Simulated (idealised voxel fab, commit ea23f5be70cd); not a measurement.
Process module under the name voxel lift off
Displayed cross-section: cut, width of 215 nm, square cells sized 5 nm.
Notation: cross-section as square-cell grid; stated in bands, top first, going down; one or more cell rows per band.
The entry gives the band's vertical extent as a top height and a bottom height in nm, then its horizontal make-up as materials from left to right, each with a width in nm. "blank" stands for empty space; a single material marked "edge to edge" fills the band edge to edge.
Below 0: as-received wafer, all one material; heights counted from there. Lowest band: no bottom, goes on down, written "0 and below".
A width such as "30 to 40" changes by the same amount from each row of cells to the next, from the band's top row to its bottom row.
No cell of the cross-section changed in a step that is given as "nothing changed".
This entry, "Closed cavities", enumerates those empty regions of no fewer than 8 cells that possess no open connection to the top. Each region is reported in the form width x height at distance, the distance being taken from the left edge, with all three quantities expressed in nm.
Whatever follows a step's settings on its line is a remark the simulator itself makes about that step.
Each step line may optionally specify "overlay nm", which for a step with a mask gives the rightward distance between the mask's planned place and where it lay, a negative value indicating the leftward direction.

Intended process steps
1 op RECEIVE | material Si
2 op CONFORMAL_DEP | material Al2O3 | thk nm 10
3 op PATTERN | tone open | mask id LINES | material resist | width nm 25 | pitch nm 45 | thk nm 25 | overlay nm 0
4 op DIRECTIONAL_DEP | material Ru | thk nm 15
5 op STRIP | etch materials resist
6 op CONFORMAL_DEP | material SiCN | thk nm 5

So, the first of our two wafers, run just as we planned it

As received (post step 1): cross-section
  0 and below = Si edge to edge
  Closed cavities: none

Take a look at the wafer's cross-section after step 2
  10 down to 0 = Al2O3 edge to edge
  Below 0 it's all the same as before, nothing changed down there.

Take a look at the wafer's cross-section after step 3
  35 down to 10 = resist: 25, then blank: 25, then resist: 20, then blank: 25, then resist: 20, then blank: 25, then resist: 20, then blank: 25, then resist: 30
  Below 10 it's all the same as before, nothing changed down there.

Take a look at the wafer's cross-section after step 4
  50 down to 35 = Ru: 25, then blank: 25, then Ru: 20, then blank: 25, then Ru: 20, then blank: 25, then Ru: 20, then blank: 25, then Ru: 30
  35 down to 25 = resist: 25, then blank: 25, then resist: 20, then blank: 25, then resist: 20, then blank: 25, then resist: 20, then blank: 25, then resist: 30
  25 down to 10 = resist: 25, then Ru: 25, then resist: 20, then Ru: 25, then resist: 20, then Ru: 25, then resist: 20, then Ru: 25, then resist: 30
  Below 10 it's all the same as before, nothing changed down there.

Take a look at the wafer's cross-section after step 5
  25 down to 10 = blank: 25, then Ru: 25, then blank: 20, then Ru: 25, then blank: 20, then Ru: 25, then blank: 20, then Ru: 25, then blank: 30
  Below 10 it's all the same as before, nothing changed down there.

Take a look at the wafer's cross-section after step 6
  30 down to 25 = blank: 20, then SiCN: 35, then blank: 10, then SiCN: 35, then blank: 10, then SiCN: 35, then blank: 10, then SiCN: 35, then blank: 25
  25 down to 15 = blank: 20, then SiCN: 5, then Ru: 25, then SiCN: 5, then blank: 10, then SiCN: 5, then Ru: 25, then SiCN: 5, then blank: 10, then SiCN: 5, then Ru: 25, then SiCN: 5, then blank: 10, then SiCN: 5, then Ru: 25, then SiCN: 5, then blank: 25
  15 down to 10 = SiCN: 25, then Ru: 25, then SiCN: 20, then Ru: 25, then SiCN: 20, then Ru: 25, then SiCN: 20, then Ru: 25, then SiCN: 30
  Below 10 it's all the same as before, nothing changed down there.

Second wafer - shared start and plan with the first - one error in running - same as the first up to step 2 inclusive

Second wafer cross-section, taken as of the time the plan sets for step 3 to be done
  35 down to 10 = resist: 35, then blank: 25, then resist: 20, then blank: 25, then resist: 20, then blank: 25, then resist: 20, then blank: 25, then resist: 20
  Below 10 it's all the same as before, nothing changed down there.

Second wafer cross-section, taken as of the time the plan sets for step 4 to be done
  50 down to 35 = Ru: 35, then blank: 25, then Ru: 20, then blank: 25, then Ru: 20, then blank: 25, then Ru: 20, then blank: 25, then Ru: 20
  35 down to 25 = resist: 35, then blank: 25, then resist: 20, then blank: 25, then resist: 20, then blank: 25, then resist: 20, then blank: 25, then resist: 20
  25 down to 10 = resist: 35, then Ru: 25, then resist: 20, then Ru: 25, then resist: 20, then Ru: 25, then resist: 20, then Ru: 25, then resist: 20
  Below 10 it's all the same as before, nothing changed down there.

Second wafer cross-section, taken as of the time the plan sets for step 5 to be done
  25 down to 10 = blank: 35, then Ru: 25, then blank: 20, then Ru: 25, then blank: 20, then Ru: 25, then blank: 20, then Ru: 25, then blank: 20
  Below 10 it's all the same as before, nothing changed down there.

Second wafer cross-section, taken as of the time the plan sets for step 6 to be done
  30 down to 25 = blank: 30, then SiCN: 35, then blank: 10, then SiCN: 35, then blank: 10, then SiCN: 35, then blank: 10, then SiCN: 35, then blank: 15
  25 down to 15 = blank: 30, then SiCN: 5, then Ru: 25, then SiCN: 5, then blank: 10, then SiCN: 5, then Ru: 25, then SiCN: 5, then blank: 10, then SiCN: 5, then Ru: 25, then SiCN: 5, then blank: 10, then SiCN: 5, then Ru: 25, then SiCN: 5, then blank: 15
  15 down to 10 = SiCN: 35, then Ru: 25, then SiCN: 20, then Ru: 25, then SiCN: 20, then Ru: 25, then SiCN: 20, then Ru: 25, then SiCN: 20
  Below 10 it's all the same as before, nothing changed down there.
Deviation noted in wafer processing: step 3 deviated from plan and actually ran as op PATTERN | tone open | mask id LINES | material resist | width nm 25 | pitch nm 45 | thk nm 25 | overlay nm 10
So at the finish, the second wafer's got exactly as many cells of each material as the first, just not in the same spots.
